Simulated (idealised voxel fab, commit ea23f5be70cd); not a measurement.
The document below concerns the process module designated voxel spacer lines.
It is cross-section cut that appears here, measuring 220 nm in width, its square cells being 5 nm in size.
This document writes a cross-section as a grid whose cells are square, and gives it as bands, listed from the top down; one or more rows of cells form a band. It is stipulated that each band's entry specify, in nanometres, the height of the top of the band and then that of its bottom, followed by the materials of the band in left-to-right sequence, each together with its width in nanometres. A single material marked by the word "throughout" is understood to fill the band from edge to edge; the word "air" is understood to denote empty space. Where do heights start? At 0: under that level the wafer as delivered is made of one material only. And the lowest band has no floor; it just carries on downward, as in "0 down". With a width like "30 to 40", each row of cells in the band differs from the next by the same amount, the top row carrying the first number and the bottom row the second. No cell of the cross-section changed in a step that is given as "no change occurred". The entry titled "Entrapped void list" provides the empty spaces that have no open way to the top, restricted to those of 8 cells or more. Each is presented as width x height at distance, the distance being measured from the left edge, with all three in nm. Step line, after settings: the simulator's comment on this step. When a step includes a mask, the "overlay nm" setting on its line states how far to the right of its planned place that mask lay, and negative values state how far to the left.

LIST OF PLANNED PROCESS STEPS
1,op RECEIVE | material Si
2,op CONFORMAL_DEP | material Al2O3 | thk nm 10
3,op DIRECTIONAL_DEP | material SiN | thk nm 10
4,op DIRECTIONAL_DEP | material aC | thk nm 25
5,op PATTERN | tone cover | mask id MANDREL | material resist | width nm 15 | pitch nm 60 | thk nm 30 | overlay nm 0
6,op DIRECTIONAL_ETCH | etch materials aC | depth nm 25
7,op STRIP | etch materials resist
8,op CONFORMAL_DEP | material SiO2 | thk nm 15
9,op DIRECTIONAL_ETCH | etch materials SiO2 | depth nm 15
10,op STRIP | etch materials aC
11,op DIRECTIONAL_ETCH | etch materials SiN | depth nm 10
12,op STRIP | etch materials SiO2
13,op FILL_DEP | material SiO2 | thk nm 5
14,op CMP | height nm 20

BELOW: THE FIRST OF TWO WAFERS, RUN AS PLANNED

AS RECEIVED, AFTER STEP 1
* 0 down = Si throughout
* Entrapped void list: none

UPON COMPLETION OF STEP 2, THE WAFER APPEARS IN CROSS-SECTION AS SHOWN
* 10 to 0 = Al2O3 throughout
* below 0: unchanged

UPON COMPLETION OF STEP 3, THE WAFER APPEARS IN CROSS-SECTION AS SHOWN
* 20 to 10 = SiN throughout
* below 10: unchanged

UPON COMPLETION OF STEP 4, THE WAFER APPEARS IN CROSS-SECTION AS SHOWN
* 45 to 20 = aC throughout
* below 20: unchanged

UPON COMPLETION OF STEP 5, THE WAFER APPEARS IN CROSS-SECTION AS SHOWN
* 75 to 45 = air: 40 / resist: 15 / air: 45 / resist: 15 / air: 45 / resist: 15 / air: 45
* below 45: unchanged

UPON COMPLETION OF STEP 6, THE WAFER APPEARS IN CROSS-SECTION AS SHOWN
* 50 to 45 = air: 40 / resist: 15 / air: 45 / resist: 15 / air: 45 / resist: 15 / air: 45
* 45 to 20 = air: 40 / aC: 15 / air: 45 / aC: 15 / air: 45 / aC: 15 / air: 45
* below 20: unchanged

UPON COMPLETION OF STEP 7, THE WAFER APPEARS IN CROSS-SECTION AS SHOWN
* 45 to 20 = air: 40 / aC: 15 / air: 45 / aC: 15 / air: 45 / aC: 15 / air: 45
* below 20: unchanged

UPON COMPLETION OF STEP 8, THE WAFER APPEARS IN CROSS-SECTION AS SHOWN
* 60 to 45 = air: 25 / SiO2: 45 / air: 15 / SiO2: 45 / air: 15 / SiO2: 45 / air: 30
* 45 to 35 = air: 25 / SiO2: 15 / aC: 15 / SiO2: 15 / air: 15 / SiO2: 15 / aC: 15 / SiO2: 15 / air: 15 / SiO2: 15 / aC: 15 / SiO2: 15 / air: 30
* 35 to 20 = SiO2: 40 / aC: 15 / SiO2: 45 / aC: 15 / SiO2: 45 / aC: 15 / SiO2: 45
* below 20: unchanged

UPON COMPLETION OF STEP 9, THE WAFER APPEARS IN CROSS-SECTION AS SHOWN
* 45 to 20 = air: 25 / SiO2: 15 / aC: 15 / SiO2: 15 / air: 15 / SiO2: 15 / aC: 15 / SiO2: 15 / air: 15 / SiO2: 15 / aC: 15 / SiO2: 15 / air: 30
* below 20: unchanged

UPON COMPLETION OF STEP 10, THE WAFER APPEARS IN CROSS-SECTION AS SHOWN
* 45 to 20 = air: 25 / SiO2: 15 / air: 15 / SiO2: 15 / air: 15 / SiO2: 15 / air: 15 / SiO2: 15 / air: 15 / SiO2: 15 / air: 15 / SiO2: 15 / air: 30
* below 20: unchanged

UPON COMPLETION OF STEP 11, THE WAFER APPEARS IN CROSS-SECTION AS SHOWN
* 45 to 20 = air: 25 / SiO2: 15 / air: 15 / SiO2: 15 / air: 15 / SiO2: 15 / air: 15 / SiO2: 15 / air: 15 / SiO2: 15 / air: 15 / SiO2: 15 / air: 30
* 20 to 10 = air: 25 / SiN: 15 / air: 15 / SiN: 15 / air: 15 / SiN: 15 / air: 15 / SiN: 15 / air: 15 / SiN: 15 / air: 15 / SiN: 15 / air: 30
* below 10: unchanged

UPON COMPLETION OF STEP 12, THE WAFER APPEARS IN CROSS-SECTION AS SHOWN
* 20 to 10 = air: 25 / SiN: 15 / air: 15 / SiN: 15 / air: 15 / SiN: 15 / air: 15 / SiN: 15 / air: 15 / SiN: 15 / air: 15 / SiN: 15 / air: 30
* below 10: unchanged

UPON COMPLETION OF STEP 13, THE WAFER APPEARS IN CROSS-SECTION AS SHOWN
* 25 to 20 = SiO2 throughout
* 20 to 10 = SiO2: 25 / SiN: 15 / SiO2: 15 / SiN: 15 / SiO2: 15 / SiN: 15 / SiO2: 15 / SiN: 15 / SiO2: 15 / SiN: 15 / SiO2: 15 / SiN: 15 / SiO2: 30
* below 10: unchanged

UPON COMPLETION OF STEP 14, THE WAFER APPEARS IN CROSS-SECTION AS SHOWN
* 20 to 10 = SiO2: 25 / SiN: 15 / SiO2: 15 / SiN: 15 / SiO2: 15 / SiN: 15 / SiO2: 15 / SiN: 15 / SiO2: 15 / SiN: 15 / SiO2: 15 / SiN: 15 / SiO2: 30
* below 10: unchanged

FOR THE SECOND WAFER, TAKE THE FIRST WAFER'S START AND PLAN, THEN ADD ONE MISTAKE MADE IN RUNNING IT; EVERYTHING THROUGH STEP 4, THAT STEP INCLUDED, IS SHARED WITH THE FIRST

CROSS-SECTION OF THE SECOND WAFER CORRESPONDING TO THE PLANNED CONCLUSION OF STEP 5
* 75 to 45 = air: 50 / resist: 15 / air: 45 / resist: 15 / air: 45 / resist: 15 / air: 35
* below 45: unchanged

CROSS-SECTION OF THE SECOND WAFER CORRESPONDING TO THE PLANNED CONCLUSION OF STEP 6
* 50 to 45 = air: 50 / resist: 15 / air: 45 / resist: 15 / air: 45 / resist: 15 / air: 35
* 45 to 20 = air: 50 / aC: 15 / air: 45 / aC: 15 / air: 45 / aC: 15 / air: 35
* below 20: unchanged

CROSS-SECTION OF THE SECOND WAFER CORRESPONDING TO THE PLANNED CONCLUSION OF STEP 7
* 45 to 20 = air: 50 / aC: 15 / air: 45 / aC: 15 / air: 45 / aC: 15 / air: 35
* below 20: unchanged

CROSS-SECTION OF THE SECOND WAFER CORRESPONDING TO THE PLANNED CONCLUSION OF STEP 8
* 60 to 45 = air: 35 / SiO2: 45 / air: 15 / SiO2: 45 / air: 15 / SiO2: 45 / air: 20
* 45 to 35 = air: 35 / SiO2: 15 / aC: 15 / SiO2: 15 / air: 15 / SiO2: 15 / aC: 15 / SiO2: 15 / air: 15 / SiO2: 15 / aC: 15 / SiO2: 15 / air: 20
* 35 to 20 = SiO2: 50 / aC: 15 / SiO2: 45 / aC: 15 / SiO2: 45 / aC: 15 / SiO2: 35
* below 20: unchanged

CROSS-SECTION OF THE SECOND WAFER CORRESPONDING TO THE PLANNED CONCLUSION OF STEP 9
* 45 to 20 = air: 35 / SiO2: 15 / aC: 15 / SiO2: 15 / air: 15 / SiO2: 15 / aC: 15 / SiO2: 15 / air: 15 / SiO2: 15 / aC: 15 / SiO2: 15 / air: 20
* below 20: unchanged

CROSS-SECTION OF THE SECOND WAFER CORRESPONDING TO THE PLANNED CONCLUSION OF STEP 10
* 45 to 20 = air: 35 / SiO2: 15 / air: 15 / SiO2: 15 / air: 15 / SiO2: 15 / air: 15 / SiO2: 15 / air: 15 / SiO2: 15 / air: 15 / SiO2: 15 / air: 20
* below 20: unchanged

CROSS-SECTION OF THE SECOND WAFER CORRESPONDING TO THE PLANNED CONCLUSION OF STEP 11
* 45 to 20 = air: 35 / SiO2: 15 / air: 15 / SiO2: 15 / air: 15 / SiO2: 15 / air: 15 / SiO2: 15 / air: 15 / SiO2: 15 / air: 15 / SiO2: 15 / air: 20
* 20 to 10 = air: 35 / SiN: 15 / air: 15 / SiN: 15 / air: 15 / SiN: 15 / air: 15 / SiN: 15 / air: 15 / SiN: 15 / air: 15 / SiN: 15 / air: 20
* below 10: unchanged

CROSS-SECTION OF THE SECOND WAFER CORRESPONDING TO THE PLANNED CONCLUSION OF STEP 12
* 20 to 10 = air: 35 / SiN: 15 / air: 15 / SiN: 15 / air: 15 / SiN: 15 / air: 15 / SiN: 15 / air: 15 / SiN: 15 / air: 15 / SiN: 15 / air: 20
* below 10: unchanged

CROSS-SECTION OF THE SECOND WAFER CORRESPONDING TO THE PLANNED CONCLUSION OF STEP 13
* 25 to 20 = SiO2 throughout
* 20 to 10 = SiO2: 35 / SiN: 15 / SiO2: 15 / SiN: 15 / SiO2: 15 / SiN: 15 / SiO2: 15 / SiN: 15 / SiO2: 15 / SiN: 15 / SiO2: 15 / SiN: 15 / SiO2: 20
* below 10: unchanged

CROSS-SECTION OF THE SECOND WAFER CORRESPONDING TO THE PLANNED CONCLUSION OF STEP 14
* 20 to 10 = SiO2: 35 / SiN: 15 / SiO2: 15 / SiN: 15 / SiO2: 15 / SiN: 15 / SiO2: 15 / SiN: 15 / SiO2: 15 / SiN: 15 / SiO2: 15 / SiN: 15 / SiO2: 20
* below 10: unchanged
Which mistake was made when the wafer was run? not per plan at step 5, really ran op PATTERN | tone cover | mask id MANDREL | material resist | width nm 15 | pitch nm 60 | thk nm 30 | overlay nm 10
Matching per-material cell counts, mismatched positions: that is how the second wafer compares with the first at the end.
